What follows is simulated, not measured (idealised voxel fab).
voxel air gaps: a process module
285 nm wide, 5 nm square cells: that's cross-section cut.
Cross-section, as written here: a square-cell grid given band by band from the top down, where a band holds one or more rows of cells. It is stipulated that each band's entry specify, in nanometres, the height of the top of the band and then that of its bottom, followed by the materials of the band in left-to-right sequence, each together with its width in nanometres. A single material marked by the word "full width" is understood to fill the band from edge to edge; the word "empty" is understood to denote empty space. Heights from 0 (as-received wafer is one material below). Bottom band endless downward, as "z 0 and below". The width entry "30 to 40" should be interpreted row by row: the top row of cells in the band takes the first number, the bottom row takes the second number, and the change between adjacent rows is uniform throughout. "remains unaltered" (step): cross-section cells unchanged, all of them. "Encapsulated voids" lists enclosed empty spaces (at least 8 cells, no open path upward to the top), each as width x height at distance from the left edge, in nm. Whatever follows a step's settings on its line is a remark the simulator itself makes about that step. overlay nm: how far to the right of its planned place the mask lay on this masked step (negative: to the left).
Process steps - plan:
1. RECEIVE,material Si
2. CONFORMAL_DEP,material SiO2,thk nm 10
3. CONFORMAL_DEP,material SiCN,thk nm 5
4. DIRECTIONAL_DEP,material SiO2,thk nm 40
5. MASKED_ETCH,tone open,mask id LINES,width nm 25,pitch nm 50,etch materials SiO2,depth nm 40,overlay nm 0
6. CONFORMAL_DEP,material TiN,thk nm 5
7. FILL_DEP,material W,thk nm 10
8. CMP,height nm 55
9. EPI,material Ru,thk nm 10
10. SELECTIVE_ETCH,etch materials SiO2,depth nm 50
11. CONFORMAL_DEP,material SiCN,thk nm 5
Wafer, first of two, run as planned:
Wafer cross-section on receipt, i.e. after step 1:
z 0 and below  Si full width
Encapsulated voids: none
Wafer section view after processing step 2:
z 10 to 0  SiO2 full width
Anything lower than 0 is untouched.
Wafer section view after processing step 3:
z 15 to 10  SiCN full width
Anything lower than 10 is untouched.
Wafer section view after processing step 4:
z 55 to 15  SiO2 full width
Anything lower than 15 is untouched.
Wafer section view after processing step 5:
z 55 to 15  SiO2 80, empty 25, SiO2 25, empty 25, SiO2 25, empty 25, SiO2 80
Anything lower than 15 is untouched.
Wafer section view after processing step 6:
z 60 to 55  TiN 85, empty 15, TiN 35, empty 15, TiN 35, empty 15, TiN 85
z 55 to 20  SiO2 80, TiN 5, empty 15, TiN 5, SiO2 25, TiN 5, empty 15, TiN 5, SiO2 25, TiN 5, empty 15, TiN 5, SiO2 80
z 20 to 15  SiO2 80, TiN 25, SiO2 25, TiN 25, SiO2 25, TiN 25, SiO2 80
Anything lower than 15 is untouched.
Wafer section view after processing step 7:
z 70 to 60  W full width
z 60 to 55  TiN 85, W 15, TiN 35, W 15, TiN 35, W 15, TiN 85
z 55 to 20  SiO2 80, TiN 5, W 15, TiN 5, SiO2 25, TiN 5, W 15, TiN 5, SiO2 25, TiN 5, W 15, TiN 5, SiO2 80
Anything lower than 20 is untouched.
Wafer section view after processing step 8:
z 55 to 20  SiO2 80, TiN 5, W 15, TiN 5, SiO2 25, TiN 5, W 15, TiN 5, SiO2 25, TiN 5, W 15, TiN 5, SiO2 80
Anything lower than 20 is untouched.
Wafer section view after processing step 9:
z 65 to 55  empty 70, Ru 45, empty 5, Ru 45, empty 5, Ru 45, empty 70
Anything lower than 55 is untouched.
Wafer section view after processing step 10:
z 65 to 55  empty 70, Ru 45, empty 5, Ru 45, empty 5, Ru 45, empty 70
z 55 to 20  empty 80, TiN 5, W 15, TiN 5, empty 25, TiN 5, W 15, TiN 5, empty 25, TiN 5, W 15, TiN 5, empty 80
z 20 to 15  empty 80, TiN 25, empty 25, TiN 25, empty 25, TiN 25, empty 80
Anything lower than 15 is untouched.
Wafer section view after processing step 11:
z 70 to 65  empty 65, SiCN 155, empty 65
z 65 to 55  empty 65, SiCN 5, Ru 45, SiCN 5, Ru 45, SiCN 5, Ru 45, SiCN 5, empty 65
z 55 to 50  empty 65, SiCN 15, TiN 5, W 15, TiN 5, SiCN 25, TiN 5, W 15, TiN 5, SiCN 25, TiN 5, W 15, TiN 5, SiCN 15, empty 65
z 50 to 20  empty 75, SiCN 5, TiN 5, W 15, TiN 5, SiCN 5, empty 15, SiCN 5, TiN 5, W 15, TiN 5, SiCN 5, empty 15, SiCN 5, TiN 5, W 15, TiN 5, SiCN 5, empty 75
z 20 to 15  SiCN 80, TiN 25, SiCN 25, TiN 25, SiCN 25, TiN 25, SiCN 80
Anything lower than 15 is untouched.
Encapsulated voids: 15 x 30 at 110; 15 x 30 at 160
Notes, second wafer: start = first wafer's, plan = first wafer's, execution had one mistake; history identical to first through step 2:
when step 3 should have ended: remains unaltered
when step 4 should have ended:
z 50 to 0  SiO2 full width
Anything lower than 0 is untouched.
when step 5 should have ended:
z 50 to 10  SiO2 80, empty 25, SiO2 25, empty 25, SiO2 25, empty 25, SiO2 80
Anything lower than 10 is untouched.
when step 6 should have ended:
z 55 to 50  TiN 85, empty 15, TiN 35, empty 15, TiN 35, empty 15, TiN 85
z 50 to 15  SiO2 80, TiN 5, empty 15, TiN 5, SiO2 25, TiN 5, empty 15, TiN 5, SiO2 25, TiN 5, empty 15, TiN 5, SiO2 80
z 15 to 10  SiO2 80, TiN 25, SiO2 25, TiN 25, SiO2 25, TiN 25, SiO2 80
Anything lower than 10 is untouched.
when step 7 should have ended:
z 65 to 55  W full width
z 55 to 50  TiN 85, W 15, TiN 35, W 15, TiN 35, W 15, TiN 85
z 50 to 15  SiO2 80, TiN 5, W 15, TiN 5, SiO2 25, TiN 5, W 15, TiN 5, SiO2 25, TiN 5, W 15, TiN 5, SiO2 80
Anything lower than 15 is untouched.
when step 8 should have ended:
z 55 to 50  TiN 85, W 15, TiN 35, W 15, TiN 35, W 15, TiN 85
Anything lower than 50 is untouched.
when step 9 should have ended:
z 65 to 55  Ru full width
Anything lower than 55 is untouched.
when step 10 should have ended: remains unaltered
when step 11 should have ended:
z 70 to 65  SiCN full width
Anything lower than 65 is untouched.
Finding, execution versus plan: step 3 in the plan did not get run; it was skipped
It is noted that, at the conclusion of processing, the second wafer exhibits a higher or lower cell count for certain materials relative to the first: +60 Ru, -133 SiCN, +336 SiO2, +48 TiN, +9 W
Closed voids, final: 2 / 0 (first wafer / second wafer).
